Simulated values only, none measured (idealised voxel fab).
Title: Process Module voxel released beams
This is section cut - it's 290 nm across, gridded in 5 nm square cells.
Cross-section spec: square-cell grid; bands listed top down; each band is one or more rows.
Look at the band entry: it leads with the top's height and the bottom's height in nm. Then it lists the materials left to right, with a width in nm for each. The word "full width" on a single material says that material fills the band edge to edge. The word "blank" is empty space.
Below 0: as-received wafer, all one material; heights counted from there. Lowest band: no bottom, goes on down, written "top 0, no bottom".
A width given as "30 to 40" starts at the first number in the band's top row and ends at the second number in its bottom row, shifting by an equal amount at every step from row to row.
Step marked "nothing was modified"? Then no cell in the cross-section changed in it.
Reported under the label "Voids lacking openings" are the empty spaces having no open way to the top and comprising 8 cells or more; the notation for each is width x height at distance, in which the distance is measured from the left edge and all three values are in nm.
Where a step's line continues beyond its settings, the continuation is a remark by the simulator itself on that step.
Steps that use a mask can have "overlay nm" on their line. It says how far the mask sat to the right of where it was meant to be. Negative means to the left.

SET OUT BELOW ARE THE PLANNED STEPS OF THE PROCESS
1) RECEIVE, material Si
2) CONFORMAL_DEP, material SiN, thk nm 10
3) DIRECTIONAL_DEP, material SiO2, thk nm 10
4) MASKED_ETCH, tone open, mask id ANCHOR, width nm 45, etch materials SiO2, depth nm 10, overlay nm 0
5) CONFORMAL_DEP, material polySi, thk nm 15
6) MASKED_ETCH, tone cover, mask id BEAM, width nm 90, etch materials polySi, depth nm 15, overlay nm 0
7) STRIP, etch materials SiO2

WHAT FOLLOWS COVERS THE FIRST OF TWO WAFERS; IT RAN AS PLANNED

CROSS-SECTION OF THE WAFER UPON ARRIVAL, REPRESENTING THE STATE REACHED AFTER STEP 1
- top 0, no bottom  Si full width
- Voids lacking openings: none

STEP 2 COMPLETE: CROSS-SECTION THROUGH THE WAFER
- top 10, bottom 0  SiN full width
- Below 0, no change.

STEP 3 COMPLETE: CROSS-SECTION THROUGH THE WAFER
- top 20, bottom 10  SiO2 full width
- Below 10, no change.

STEP 4 COMPLETE: CROSS-SECTION THROUGH THE WAFER
- top 20, bottom 10  SiO2: 100, then blank: 45, then SiO2: 145
- Below 10, no change.

STEP 5 COMPLETE: CROSS-SECTION THROUGH THE WAFER
- top 35, bottom 25  polySi: 115, then blank: 15, then polySi: 160
- top 25, bottom 20  polySi full width
- top 20, bottom 10  SiO2: 100, then polySi: 45, then SiO2: 145
- Below 10, no change.

STEP 6 COMPLETE: CROSS-SECTION THROUGH THE WAFER
- top 35, bottom 25  blank: 95, then polySi: 20, then blank: 15, then polySi: 55, then blank: 105
- top 25, bottom 20  blank: 95, then polySi: 90, then blank: 105
- Below 20, no change.

STEP 7 COMPLETE: CROSS-SECTION THROUGH THE WAFER
- top 35, bottom 25  blank: 95, then polySi: 20, then blank: 15, then polySi: 55, then blank: 105
- top 25, bottom 20  blank: 95, then polySi: 90, then blank: 105
- top 20, bottom 10  blank: 100, then polySi: 45, then blank: 145
- Below 10, no change.

THE REMAINING WAFER, SECOND OF THE TWO, STARTED LIKE THE FIRST AND WAS RUN TO THE SAME PLAN, EXCEPT THAT ONE MISTAKE WAS MADE ALONG THE WAY; THE TWO COINCIDE THROUGH STEP 4, INCLUSIVE

CROSS-SECTION OF THE SECOND WAFER AT THE TIME BY WHICH STEP 5 SHOULD HAVE BEEN COMPLETED ACCORDING TO THE PLAN
- top 45, bottom 20  polySi full width
- top 20, bottom 10  SiO2: 100, then polySi: 45, then SiO2: 145
- Below 10, no change.

CROSS-SECTION OF THE SECOND WAFER AT THE TIME BY WHICH STEP 6 SHOULD HAVE BEEN COMPLETED ACCORDING TO THE PLAN
- top 45, bottom 30  blank: 95, then polySi: 90, then blank: 105
- Below 30, no change.

Cross-section of the second wafer at the time by which step 7 should have been completed according to the plan: nothing was modified
Where did the run depart from the plan? step 5 did not use the planned setting and instead ran as CONFORMAL_DEP, material polySi, thk nm 25
At the finish, the second wafer shows more or fewer cells for some materials than the first does: SiO2: 98 more, polySi: 122 more
